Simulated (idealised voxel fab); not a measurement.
A process module follows: voxel released beams.
Cross-section cut: width 255 nm, square cells of 5 nm.
If you're reading a cross-section in this doc, picture square cells in a grid; it comes to you as bands, top ones listed first down to the bottom, and a band can be one or more rows of cells. Look at the band entry: it leads with the top's height and the bottom's height in nm. Then it lists the materials left to right, with a width in nm for each. The word "everywhere" on a single material says that material fills the band edge to edge. The word "empty" is empty space. The reference from which all heights are counted is 0, the level beneath which the as-received wafer is entirely one material; the lowest band, having no lower bound, proceeds downward and is written after the example "0 -> down". So if you see something like "30->40" for the width, read it as the top row of the band sitting at the first number and the bottom row at the second, with every row in between moving by the same amount as the last. Given "all unchanged" for a step, no cell of the cross-section differs between before and after that step. Voids not open to the top, 8 cells minimum: see "Closed empty spaces". Written width x height at distance; distance is from the left edge; nm. On each step's line, the part that comes after the settings is the simulator's own comment on the step. The "overlay nm" setting may appear on a step's line; for a step that uses a mask, it gives how far to the right of its planned position the mask lay, and a negative value indicates the left.

THE FOLLOWING LIST GIVES THE PLANNED PROCESS STEPS
1. RECEIVE: material Si
2. CONFORMAL_DEP: material Al2O3, thk nm 5
3. DIRECTIONAL_DEP: material SiO2, thk nm 15
4. MASKED_ETCH: tone open, mask id ANCHOR, width nm 35, etch materials SiO2, depth nm 15, overlay nm 0
5. CONFORMAL_DEP: material W, thk nm 10
6. DIRECTIONAL_DEP: material aC, thk nm 10
7. PATTERN: tone cover, mask id BEAM, material resist, width nm 95, thk nm 30, overlay nm 0
8. DIRECTIONAL_ETCH: etch materials aC, depth nm 10
9. STRIP: etch materials resist
10. DIRECTIONAL_ETCH: etch materials W, depth nm 10
11. STRIP: etch materials aC
12. STRIP: etch materials SiO2

THE FOLLOWING PERTAINS TO THE FIRST OF TWO WAFERS, WHICH WAS PROCESSED AS PLANNED

RECEIVED-STATE CROSS-SECTION, REFLECTING COMPLETION OF STEP 1
	0 -> down | Si everywhere
	Closed empty spaces: none

YOU'RE LOOKING AT A CROSS-SECTION OF THE WAFER AFTER STEP 2
	5 -> 0 | Al2O3 everywhere
	Rest of section, below 0: as before.

YOU'RE LOOKING AT A CROSS-SECTION OF THE WAFER AFTER STEP 3
	20 -> 5 | SiO2 everywhere
	Rest of section, below 5: as before.

YOU'RE LOOKING AT A CROSS-SECTION OF THE WAFER AFTER STEP 4
	20 -> 5 | 80 of SiO2  35 of empty  140 of SiO2
	Rest of section, below 5: as before.

YOU'RE LOOKING AT A CROSS-SECTION OF THE WAFER AFTER STEP 5
	30 -> 20 | 90 of W  15 of empty  150 of W
	20 -> 15 | 80 of SiO2  10 of W  15 of empty  10 of W  140 of SiO2
	15 -> 5 | 80 of SiO2  35 of W  140 of SiO2
	Rest of section, below 5: as before.

YOU'RE LOOKING AT A CROSS-SECTION OF THE WAFER AFTER STEP 6
	40 -> 30 | 90 of aC  15 of empty  150 of aC
	30 -> 25 | 90 of W  15 of empty  150 of W
	25 -> 20 | 90 of W  15 of aC  150 of W
	20 -> 15 | 80 of SiO2  10 of W  15 of aC  10 of W  140 of SiO2
	Rest of section, below 15: as before.

YOU'RE LOOKING AT A CROSS-SECTION OF THE WAFER AFTER STEP 7
	70 -> 40 | 75 of empty  95 of resist  85 of empty
	40 -> 30 | 90 of aC  15 of resist  150 of aC
	30 -> 25 | 90 of W  15 of resist  150 of W
	Rest of section, below 25: as before.

YOU'RE LOOKING AT A CROSS-SECTION OF THE WAFER AFTER STEP 8
	60 -> 40 | 75 of empty  95 of resist  85 of empty
	40 -> 30 | 75 of empty  15 of aC  15 of resist  65 of aC  85 of empty
	Rest of section, below 30: as before.

YOU'RE LOOKING AT A CROSS-SECTION OF THE WAFER AFTER STEP 9
	40 -> 30 | 75 of empty  15 of aC  15 of empty  65 of aC  85 of empty
	30 -> 25 | 90 of W  15 of empty  150 of W
	Rest of section, below 25: as before.

YOU'RE LOOKING AT A CROSS-SECTION OF THE WAFER AFTER STEP 10
	40 -> 30 | 75 of empty  15 of aC  15 of empty  65 of aC  85 of empty
	30 -> 25 | 75 of empty  15 of W  15 of empty  65 of W  85 of empty
	25 -> 20 | 75 of empty  15 of W  15 of aC  65 of W  85 of empty
	Rest of section, below 20: as before.

YOU'RE LOOKING AT A CROSS-SECTION OF THE WAFER AFTER STEP 11
	30 -> 20 | 75 of empty  15 of W  15 of empty  65 of W  85 of empty
	20 -> 15 | 80 of SiO2  10 of W  15 of empty  10 of W  140 of SiO2
	Rest of section, below 15: as before.

YOU'RE LOOKING AT A CROSS-SECTION OF THE WAFER AFTER STEP 12
	30 -> 20 | 75 of empty  15 of W  15 of empty  65 of W  85 of empty
	20 -> 15 | 80 of empty  10 of W  15 of empty  10 of W  140 of empty
	15 -> 5 | 80 of empty  35 of W  140 of empty
	Rest of section, below 5: as before.

WHAT FOLLOWS CONCERNS THE SECOND WAFER, WHICH STARTED OUT LIKE THE FIRST AND WAS MEANT TO FOLLOW THE VERY SAME PLAN; ONE MISTAKE CREPT IN WHEN IT WAS RUN, BUT EVERYTHING UP TO AND INCLUDING STEP 1 IS THE SAME AS FOR THE FIRST WAFER

CROSS-SECTIONAL VIEW OF THE SECOND WAFER AT THE INTENDED END TIME OF PROCESS STEP 2
	5 -> 0 | aC everywhere
	Rest of section, below 0: as before.

CROSS-SECTIONAL VIEW OF THE SECOND WAFER AT THE INTENDED END TIME OF PROCESS STEP 3
	20 -> 5 | SiO2 everywhere
	Rest of section, below 5: as before.

CROSS-SECTIONAL VIEW OF THE SECOND WAFER AT THE INTENDED END TIME OF PROCESS STEP 4
	20 -> 5 | 80 of SiO2  35 of empty  140 of SiO2
	Rest of section, below 5: as before.

CROSS-SECTIONAL VIEW OF THE SECOND WAFER AT THE INTENDED END TIME OF PROCESS STEP 5
	30 -> 20 | 90 of W  15 of empty  150 of W
	20 -> 15 | 80 of SiO2  10 of W  15 of empty  10 of W  140 of SiO2
	15 -> 5 | 80 of SiO2  35 of W  140 of SiO2
	Rest of section, below 5: as before.

CROSS-SECTIONAL VIEW OF THE SECOND WAFER AT THE INTENDED END TIME OF PROCESS STEP 6
	40 -> 30 | 90 of aC  15 of empty  150 of aC
	30 -> 25 | 90 of W  15 of empty  150 of W
	25 -> 20 | 90 of W  15 of aC  150 of W
	20 -> 15 | 80 of SiO2  10 of W  15 of aC  10 of W  140 of SiO2
	Rest of section, below 15: as before.

CROSS-SECTIONAL VIEW OF THE SECOND WAFER AT THE INTENDED END TIME OF PROCESS STEP 7
	70 -> 40 | 75 of empty  95 of resist  85 of empty
	40 -> 30 | 90 of aC  15 of resist  150 of aC
	30 -> 25 | 90 of W  15 of resist  150 of W
	Rest of section, below 25: as before.

CROSS-SECTIONAL VIEW OF THE SECOND WAFER AT THE INTENDED END TIME OF PROCESS STEP 8
	60 -> 40 | 75 of empty  95 of resist  85 of empty
	40 -> 30 | 75 of empty  15 of aC  15 of resist  65 of aC  85 of empty
	Rest of section, below 30: as before.

CROSS-SECTIONAL VIEW OF THE SECOND WAFER AT THE INTENDED END TIME OF PROCESS STEP 9
	40 -> 30 | 75 of empty  15 of aC  15 of empty  65 of aC  85 of empty
	30 -> 25 | 90 of W  15 of empty  150 of W
	Rest of section, below 25: as before.

CROSS-SECTIONAL VIEW OF THE SECOND WAFER AT THE INTENDED END TIME OF PROCESS STEP 10
	40 -> 30 | 75 of empty  15 of aC  15 of empty  65 of aC  85 of empty
	30 -> 25 | 75 of empty  15 of W  15 of empty  65 of W  85 of empty
	25 -> 20 | 75 of empty  15 of W  15 of aC  65 of W  85 of empty
	Rest of section, below 20: as before.

CROSS-SECTIONAL VIEW OF THE SECOND WAFER AT THE INTENDED END TIME OF PROCESS STEP 11
	30 -> 20 | 75 of empty  15 of W  15 of empty  65 of W  85 of empty
	20 -> 15 | 80 of SiO2  10 of W  15 of empty  10 of W  140 of SiO2
	Rest of section, below 15: as before.

CROSS-SECTIONAL VIEW OF THE SECOND WAFER AT THE INTENDED END TIME OF PROCESS STEP 12
	30 -> 20 | 75 of empty  15 of W  15 of empty  65 of W  85 of empty
	20 -> 15 | 80 of empty  10 of W  15 of empty  10 of W  140 of empty
	15 -> 5 | 80 of empty  35 of W  140 of empty
	Rest of section, below 5: as before.
Nonconformance to the process plan: step 2: run off-plan, actual operation and settings CONFORMAL_DEP: material aC, thk nm 5
Materials where the second wafer ends with more or fewer cells than the first: Al2O3 -51; aC +51
